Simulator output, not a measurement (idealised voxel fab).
process module | voxel ribs on slabs
cross-section cut | 280 nm wide | cells 5 nm
A cross-section is a grid of square cells, given in bands from the top down. A band is one or more rows of cells.
Each band's line starts with the height of the band's top and of its bottom, in nm. Then come its materials from left to right, each with its width in nm. One material with "throughout" fills the band from edge to edge. "air" is empty space.
Height 0 is the level under which the wafer as received is all one material. The lowest band goes on downwards, as in "0 down".
A width such as "30 to 40" changes by the same amount from each row of cells to the next, from the band's top row to its bottom row.
"no change" after a step means that no cell of the cross-section changed.
closed voids: empty space of 8 cells or more with no open way to the top, each as width x height at its distance from the left edge, in nm
after a step's settings: what the simulator itself notes on the step
overlay nm, on a step with a mask: how far to the right of its planned place the mask lay; to the left if negative
plan
1 op RECEIVE | material Si
2 op DIRECTIONAL_DEP | material SiO2 | thk nm 25
3 op DIRECTIONAL_DEP | material SiN | thk nm 25
4 op MASKED_ETCH | tone cover | mask id RIB | width nm 15 | etch materials SiN | depth nm 15 | overlay nm 0
5 op PATTERN | tone cover | mask id SLAB | material resist | width nm 55 | thk nm 20 | overlay nm 0
6 op DIRECTIONAL_ETCH | etch materials SiN | depth nm 10
7 op STRIP | etch materials resist
8 op FILL_DEP | material SiO2 | thk nm 20
9 op CMP | height nm 65
10 op DIRECTIONAL_DEP | material TiN | thk nm 10
11 op DIRECTIONAL_DEP | material aC | thk nm 15
12 op PATTERN | tone cover | mask id HEATER | material resist | width nm 25 | thk nm 35 | overlay nm 0
13 op DIRECTIONAL_ETCH | etch materials aC | depth nm 15
14 op STRIP | etch materials resist
15 op DIRECTIONAL_ETCH | etch materials TiN | depth nm 10
16 op STRIP | etch materials aC
17 op CONFORMAL_DEP | material SiN | thk nm 10
first wafer, as planned
as received, after step 1
  0 down: Si throughout
  closed voids: none
after step 2
  25 to 0: SiO2 throughout
  below 0: unchanged
after step 3
  50 to 25: SiN throughout
  below 25: unchanged
after step 4
  50 to 35: air 130 | SiN 15 | air 135
  below 35: unchanged
after step 5
  70 to 50: air 110 | resist 55 | air 115
  50 to 35: air 110 | resist 20 | SiN 15 | resist 20 | air 115
  below 35: unchanged
after step 6
  70 to 50: air 110 | resist 55 | air 115
  50 to 35: air 110 | resist 20 | SiN 15 | resist 20 | air 115
  35 to 25: air 110 | SiN 55 | air 115
  below 25: unchanged
after step 7
  50 to 35: air 130 | SiN 15 | air 135
  below 35: unchanged
after step 8
  70 to 50: SiO2 throughout
  50 to 35: SiO2 130 | SiN 15 | SiO2 135
  35 to 25: SiO2 110 | SiN 55 | SiO2 115
  below 25: unchanged
after step 9
  65 to 50: SiO2 throughout
  below 50: unchanged
after step 10
  75 to 65: TiN throughout
  below 65: unchanged
after step 11
  90 to 75: aC throughout
  below 75: unchanged
after step 12
  125 to 90: air 125 | resist 25 | air 130
  below 90: unchanged
after step 13
  110 to 90: air 125 | resist 25 | air 130
  90 to 75: air 125 | aC 25 | air 130
  below 75: unchanged
after step 14
  90 to 75: air 125 | aC 25 | air 130
  below 75: unchanged
after step 15
  90 to 75: air 125 | aC 25 | air 130
  75 to 65: air 125 | TiN 25 | air 130
  below 65: unchanged
after step 16
  75 to 65: air 125 | TiN 25 | air 130
  below 65: unchanged
after step 17
  85 to 75: air 115 | SiN 45 | air 120
  75 to 65: SiN 125 | TiN 25 | SiN 130
  below 65: unchanged
second wafer: like start, like plan, one mistake. Through step 2 it matches the first wafer
when step 3 should have ended
  75 to 25: SiN throughout
  below 25: unchanged
when step 4 should have ended
  75 to 60: air 130 | SiN 15 | air 135
  below 60: unchanged
when step 5 should have ended
  95 to 75: air 110 | resist 55 | air 115
  75 to 60: air 110 | resist 20 | SiN 15 | resist 20 | air 115
  below 60: unchanged
when step 6 should have ended
  95 to 75: air 110 | resist 55 | air 115
  75 to 60: air 110 | resist 20 | SiN 15 | resist 20 | air 115
  60 to 50: air 110 | SiN 55 | air 115
  below 50: unchanged
when step 7 should have ended
  75 to 60: air 130 | SiN 15 | air 135
  below 60: unchanged
when step 8 should have ended
  95 to 75: SiO2 throughout
  75 to 60: SiO2 130 | SiN 15 | SiO2 135
  60 to 50: SiO2 110 | SiN 55 | SiO2 115
  below 50: unchanged
when step 9 should have ended
  65 to 60: SiO2 130 | SiN 15 | SiO2 135
  below 60: unchanged
when step 10 should have ended
  75 to 65: TiN throughout
  below 65: unchanged
when step 11 should have ended
  90 to 75: aC throughout
  below 75: unchanged
when step 12 should have ended
  125 to 90: air 125 | resist 25 | air 130
  below 90: unchanged
when step 13 should have ended
  110 to 90: air 125 | resist 25 | air 130
  90 to 75: air 125 | aC 25 | air 130
  below 75: unchanged
when step 14 should have ended
  90 to 75: air 125 | aC 25 | air 130
  below 75: unchanged
when step 15 should have ended
  90 to 75: air 125 | aC 25 | air 130
  75 to 65: air 125 | TiN 25 | air 130
  below 65: unchanged
when step 16 should have ended
  75 to 65: air 125 | TiN 25 | air 130
  below 65: unchanged
when step 17 should have ended
  85 to 75: air 115 | SiN 45 | air 120
  75 to 65: SiN 125 | TiN 25 | SiN 130
  below 65: unchanged
what went wrong: step 3 was run twice
at the end the second wafer has, in cells: 274 more of SiN | 274 fewer of SiO2
